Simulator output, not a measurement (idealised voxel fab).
process module | voxel self aligned vias
cross-section cut | 220 nm wide | cells 5 nm
A cross-section is a grid of square cells, given in bands from the top down. A band is one or more rows of cells.
Each band's line starts with the height of the band's top and of its bottom, in nm. Then come its materials from left to right, each with its width in nm. One material with "throughout" fills the band from edge to edge. "air" is empty space.
Height 0 is the level under which the wafer as received is all one material. The lowest band goes on downwards, as in "0 down".
A width such as "30 to 40" changes by the same amount from each row of cells to the next, from the band's top row to its bottom row.
"no change" after a step means that no cell of the cross-section changed.
closed voids: empty space of 8 cells or more with no open way to the top, each as width x height at its distance from the left edge, in nm
after a step's settings: what the simulator itself notes on the step
overlay nm, on a step with a mask: how far to the right of its planned place the mask lay; to the left if negative
plan
1 op RECEIVE | material Si
2 op CONFORMAL_DEP | material SiO2 | thk nm 10
3 op CONFORMAL_DEP | material SiCN | thk nm 5
4 op DIRECTIONAL_DEP | material lowk | thk nm 20
5 op PATTERN | tone open | mask id LINES | material resist | width nm 25 | pitch nm 70 | thk nm 20 | overlay nm 0
6 op DIRECTIONAL_ETCH | etch materials lowk | depth nm 20
7 op STRIP | etch materials resist
8 op CONFORMAL_DEP | material TiN | thk nm 5
9 op FILL_DEP | material Ru | thk nm 5
10 op CMP | height nm 35
11 op SELECTIVE_ETCH | etch materials W Ru TiN | depth nm 10
12 op FILL_DEP | material SiN | thk nm 5
13 op CMP | height nm 35
14 op DIRECTIONAL_DEP | material lowk | thk nm 20
15 op DIRECTIONAL_DEP | material aC | thk nm 10
16 op PATTERN | tone open | mask id VIAS | material resist | width nm 45 | pitch nm 70 | thk nm 25 | overlay nm 0
17 op DIRECTIONAL_ETCH | etch materials aC | depth nm 10
18 op STRIP | etch materials resist
19 op DIRECTIONAL_ETCH | etch materials lowk | depth nm 20
20 op DIRECTIONAL_ETCH | etch materials SiN | depth nm 10
21 op STRIP | etch materials aC
22 op CONFORMAL_DEP | material TiN | thk nm 5
23 op FILL_DEP | material Ru | thk nm 10
24 op CMP | height nm 55
25 op CONFORMAL_DEP | material SiCN | thk nm 5
first wafer, as planned
as received, after step 1
  0 down: Si throughout
  closed voids: none
after step 2
  10 to 0: SiO2 throughout
  below 0: unchanged
after step 3
  15 to 10: SiCN throughout
  below 10: unchanged
after step 4
  35 to 15: lowk throughout
  below 15: unchanged
after step 5
  55 to 35: resist 60 | air 25 | resist 45 | air 25 | resist 65
  below 35: unchanged
after step 6
  55 to 35: resist 60 | air 25 | resist 45 | air 25 | resist 65
  35 to 15: lowk 60 | air 25 | lowk 45 | air 25 | lowk 65
  below 15: unchanged
after step 7
  35 to 15: lowk 60 | air 25 | lowk 45 | air 25 | lowk 65
  below 15: unchanged
after step 8
  40 to 35: TiN 65 | air 15 | TiN 55 | air 15 | TiN 70
  35 to 20: lowk 60 | TiN 5 | air 15 | TiN 5 | lowk 45 | TiN 5 | air 15 | TiN 5 | lowk 65
  20 to 15: lowk 60 | TiN 25 | lowk 45 | TiN 25 | lowk 65
  below 15: unchanged
after step 9
  45 to 40: Ru throughout
  40 to 35: TiN 65 | Ru 15 | TiN 55 | Ru 15 | TiN 70
  35 to 20: lowk 60 | TiN 5 | Ru 15 | TiN 5 | lowk 45 | TiN 5 | Ru 15 | TiN 5 | lowk 65
  below 20: unchanged
after step 10
  35 to 20: lowk 60 | TiN 5 | Ru 15 | TiN 5 | lowk 45 | TiN 5 | Ru 15 | TiN 5 | lowk 65
  below 20: unchanged
after step 11
  35 to 25: lowk 60 | air 25 | lowk 45 | air 25 | lowk 65
  below 25: unchanged
after step 12
  40 to 35: SiN throughout
  35 to 25: lowk 60 | SiN 25 | lowk 45 | SiN 25 | lowk 65
  below 25: unchanged
after step 13
  35 to 25: lowk 60 | SiN 25 | lowk 45 | SiN 25 | lowk 65
  below 25: unchanged
after step 14
  55 to 35: lowk throughout
  below 35: unchanged
after step 15
  65 to 55: aC throughout
  below 55: unchanged
after step 16
  90 to 65: resist 50 | air 45 | resist 25 | air 45 | resist 55
  below 65: unchanged
after step 17
  80 to 65: resist 50 | air 45 | resist 25 | air 45 | resist 55
  65 to 55: aC 50 | air 45 | aC 25 | air 45 | aC 55
  below 55: unchanged
after step 18
  65 to 55: aC 50 | air 45 | aC 25 | air 45 | aC 55
  below 55: unchanged
after step 19
  65 to 55: aC 50 | air 45 | aC 25 | air 45 | aC 55
  55 to 35: lowk 50 | air 45 | lowk 25 | air 45 | lowk 55
  below 35: unchanged
after step 20
  65 to 55: aC 50 | air 45 | aC 25 | air 45 | aC 55
  55 to 35: lowk 50 | air 45 | lowk 25 | air 45 | lowk 55
  35 to 25: lowk 60 | air 25 | lowk 45 | air 25 | lowk 65
  below 25: unchanged
after step 21
  55 to 35: lowk 50 | air 45 | lowk 25 | air 45 | lowk 55
  below 35: unchanged
after step 22
  60 to 55: TiN 55 | air 35 | TiN 35 | air 35 | TiN 60
  55 to 40: lowk 50 | TiN 5 | air 35 | TiN 5 | lowk 25 | TiN 5 | air 35 | TiN 5 | lowk 55
  40 to 30: lowk 50 to 60 | TiN 15 to 5 | air 15 | TiN 15 to 5 | lowk 25 to 45 | TiN 15 to 5 | air 15 | TiN 15 to 5 | lowk 55 to 65
  30 to 25: lowk 60 | TiN 25 | lowk 45 | TiN 25 | lowk 65
  below 25: unchanged
after step 23
  70 to 60: Ru throughout
  60 to 55: TiN 55 | Ru 35 | TiN 35 | Ru 35 | TiN 60
  55 to 40: lowk 50 | TiN 5 | Ru 35 | TiN 5 | lowk 25 | TiN 5 | Ru 35 | TiN 5 | lowk 55
  40 to 30: lowk 50 to 60 | TiN 15 to 5 | Ru 15 | TiN 15 to 5 | lowk 25 to 45 | TiN 15 to 5 | Ru 15 | TiN 15 to 5 | lowk 55 to 65
  below 30: unchanged
after step 24
  55 to 40: lowk 50 | TiN 5 | Ru 35 | TiN 5 | lowk 25 | TiN 5 | Ru 35 | TiN 5 | lowk 55
  below 40: unchanged
after step 25
  60 to 55: SiCN throughout
  below 55: unchanged
second wafer: like start, like plan, one mistake. Through step 4 it matches the first wafer
when step 5 should have ended
  55 to 35: air 60 | resist 25 | air 45 | resist 25 | air 65
  below 35: unchanged
when step 6 should have ended
  55 to 35: air 60 | resist 25 | air 45 | resist 25 | air 65
  35 to 15: air 60 | lowk 25 | air 45 | lowk 25 | air 65
  below 15: unchanged
when step 7 should have ended
  35 to 15: air 60 | lowk 25 | air 45 | lowk 25 | air 65
  below 15: unchanged
when step 8 should have ended
  40 to 35: air 55 | TiN 35 | air 35 | TiN 35 | air 60
  35 to 20: air 55 | TiN 5 | lowk 25 | TiN 5 | air 35 | TiN 5 | lowk 25 | TiN 5 | air 60
  20 to 15: TiN 60 | lowk 25 | TiN 45 | lowk 25 | TiN 65
  below 15: unchanged
when step 9 should have ended
  45 to 40: Ru throughout
  40 to 35: Ru 55 | TiN 35 | Ru 35 | TiN 35 | Ru 60
  35 to 20: Ru 55 | TiN 5 | lowk 25 | TiN 5 | Ru 35 | TiN 5 | lowk 25 | TiN 5 | Ru 60
  below 20: unchanged
when step 10 should have ended
  35 to 20: Ru 55 | TiN 5 | lowk 25 | TiN 5 | Ru 35 | TiN 5 | lowk 25 | TiN 5 | Ru 60
  below 20: unchanged
when step 11 should have ended
  35 to 25: air 60 | lowk 25 | air 45 | lowk 25 | air 65
  below 25: unchanged
when step 12 should have ended
  40 to 35: SiN throughout
  35 to 25: SiN 60 | lowk 25 | SiN 45 | lowk 25 | SiN 65
  below 25: unchanged
when step 13 should have ended
  35 to 25: SiN 60 | lowk 25 | SiN 45 | lowk 25 | SiN 65
  below 25: unchanged
when step 14 should have ended
  55 to 35: lowk throughout
  below 35: unchanged
when step 15 should have ended
  65 to 55: aC throughout
  below 55: unchanged
when step 16 should have ended
  90 to 65: resist 50 | air 45 | resist 25 | air 45 | resist 55
  below 65: unchanged
when step 17 should have ended
  80 to 65: resist 50 | air 45 | resist 25 | air 45 | resist 55
  65 to 55: aC 50 | air 45 | aC 25 | air 45 | aC 55
  below 55: unchanged
when step 18 should have ended
  65 to 55: aC 50 | air 45 | aC 25 | air 45 | aC 55
  below 55: unchanged
when step 19 should have ended
  65 to 55: aC 50 | air 45 | aC 25 | air 45 | aC 55
  55 to 35: lowk 50 | air 45 | lowk 25 | air 45 | lowk 55
  below 35: unchanged
when step 20 should have ended
  65 to 55: aC 50 | air 45 | aC 25 | air 45 | aC 55
  55 to 35: lowk 50 | air 45 | lowk 25 | air 45 | lowk 55
  35 to 25: SiN 50 | air 10 | lowk 25 | air 10 | SiN 25 | air 10 | lowk 25 | air 10 | SiN 55
  below 25: unchanged
when step 21 should have ended
  55 to 35: lowk 50 | air 45 | lowk 25 | air 45 | lowk 55
  below 35: unchanged
when step 22 should have ended
  60 to 55: TiN 55 | air 35 | TiN 35 | air 35 | TiN 60
  55 to 40: lowk 50 | TiN 5 | air 35 | TiN 5 | lowk 25 | TiN 5 | air 35 | TiN 5 | lowk 55
  40 to 35: lowk 50 | TiN 45 | lowk 25 | TiN 45 | lowk 55
  35 to 25: SiN 50 | TiN 10 | lowk 25 | TiN 10 | SiN 25 | TiN 10 | lowk 25 | TiN 10 | SiN 55
  below 25: unchanged
when step 23 should have ended
  70 to 60: Ru throughout
  60 to 55: TiN 55 | Ru 35 | TiN 35 | Ru 35 | TiN 60
  55 to 40: lowk 50 | TiN 5 | Ru 35 | TiN 5 | lowk 25 | TiN 5 | Ru 35 | TiN 5 | lowk 55
  below 40: unchanged
when step 24 should have ended
  55 to 40: lowk 50 | TiN 5 | Ru 35 | TiN 5 | lowk 25 | TiN 5 | Ru 35 | TiN 5 | lowk 55
  below 40: unchanged
when step 25 should have ended
  60 to 55: SiCN throughout
  below 55: unchanged
what went wrong: step 5 ran as: op PATTERN | tone cover | mask id LINES | material resist | width nm 25 | pitch nm 70 | thk nm 20 | overlay nm 0
at the end the second wafer has, in cells: 12 more of Ru | 52 more of SiN | 32 more of TiN | 96 fewer of lowk
